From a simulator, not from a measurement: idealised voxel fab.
process module | voxel air gaps
cross-section cut | 195 nm wide | cells 5 nm
A cross-section is a grid of square cells, given in bands from the top down. A band is one or more rows of cells.
Each band's line starts with the height of the band's top and of its bottom, in nm. Then come its materials from left to right, each with its width in nm. One material with "throughout" fills the band from edge to edge. "air" is empty space.
Height 0 is the level under which the wafer as received is all one material. The lowest band goes on downwards, as in "0 down".
A width such as "30 to 40" changes by the same amount from each row of cells to the next, from the band's top row to its bottom row.
"no change" after a step means that no cell of the cross-section changed.
closed voids: empty space of 8 cells or more with no open way to the top, each as width x height at its distance from the left edge, in nm
after a step's settings: what the simulator itself notes on the step
overlay nm, on a step with a mask: how far to the right of its planned place the mask lay; to the left if negative
plan
1 op RECEIVE | material Si
2 op CONFORMAL_DEP | material SiO2 | thk nm 10
3 op CONFORMAL_DEP | material SiN | thk nm 5
4 op DIRECTIONAL_DEP | material SiO2 | thk nm 35
5 op MASKED_ETCH | tone open | mask id LINES | width nm 15 | pitch nm 40 | etch materials SiO2 | depth nm 35 | overlay nm 0
6 op CONFORMAL_DEP | material TiN | thk nm 5
7 op FILL_DEP | material W | thk nm 10
8 op CMP | height nm 50
9 op EPI | material Ru | thk nm 10
10 op SELECTIVE_ETCH | etch materials SiO2 | depth nm 45
11 op CONFORMAL_DEP | material SiN | thk nm 5
as received, after step 1
  0 down: Si throughout
  closed voids: none
first wafer at the end, as planned
  65 to 60: air 35 | SiN 125 | air 35
  60 to 50: air 35 | SiN 5 | Ru 35 | SiN 5 | Ru 35 | SiN 5 | Ru 35 | SiN 5 | air 35
  50 to 45: air 35 | SiN 15 | TiN 5 | W 5 | TiN 5 | SiN 25 | TiN 5 | W 5 | TiN 5 | SiN 25 | TiN 5 | W 5 | TiN 5 | SiN 15 | air 35
  45 to 20: air 45 | SiN 5 | TiN 5 | W 5 | TiN 5 | SiN 5 | air 15 | SiN 5 | TiN 5 | W 5 | TiN 5 | SiN 5 | air 15 | SiN 5 | TiN 5 | W 5 | TiN 5 | SiN 5 | air 45
  20 to 15: SiN 50 | TiN 15 | SiN 25 | TiN 15 | SiN 25 | TiN 15 | SiN 50
  15 to 10: SiN throughout
  10 to 0: SiO2 throughout
  0 down: Si throughout
  closed voids: 15 x 25 at 70; 15 x 25 at 110
second wafer at the end: like start, like plan, one mistake
  65 to 60: air 35 | TiN 125 | air 35
  60 to 50: air 35 | TiN 5 | Ru 35 | TiN 5 | Ru 35 | TiN 5 | Ru 35 | TiN 5 | air 35
  50 to 45: air 35 | TiN 20 | W 5 | TiN 35 | W 5 | TiN 35 | W 5 | TiN 20 | air 35
  45 to 20: air 45 | TiN 10 | W 5 | TiN 10 | air 15 | TiN 10 | W 5 | TiN 10 | air 15 | TiN 10 | W 5 | TiN 10 | air 45
  20 to 15: TiN throughout
  15 to 10: SiN throughout
  10 to 0: SiO2 throughout
  0 down: Si throughout
  closed voids: 15 x 25 at 70; 15 x 25 at 110
what went wrong: step 11 ran as: op CONFORMAL_DEP | material TiN | thk nm 5
at the end the second wafer has, in cells: 109 fewer of SiN | 109 more of TiN
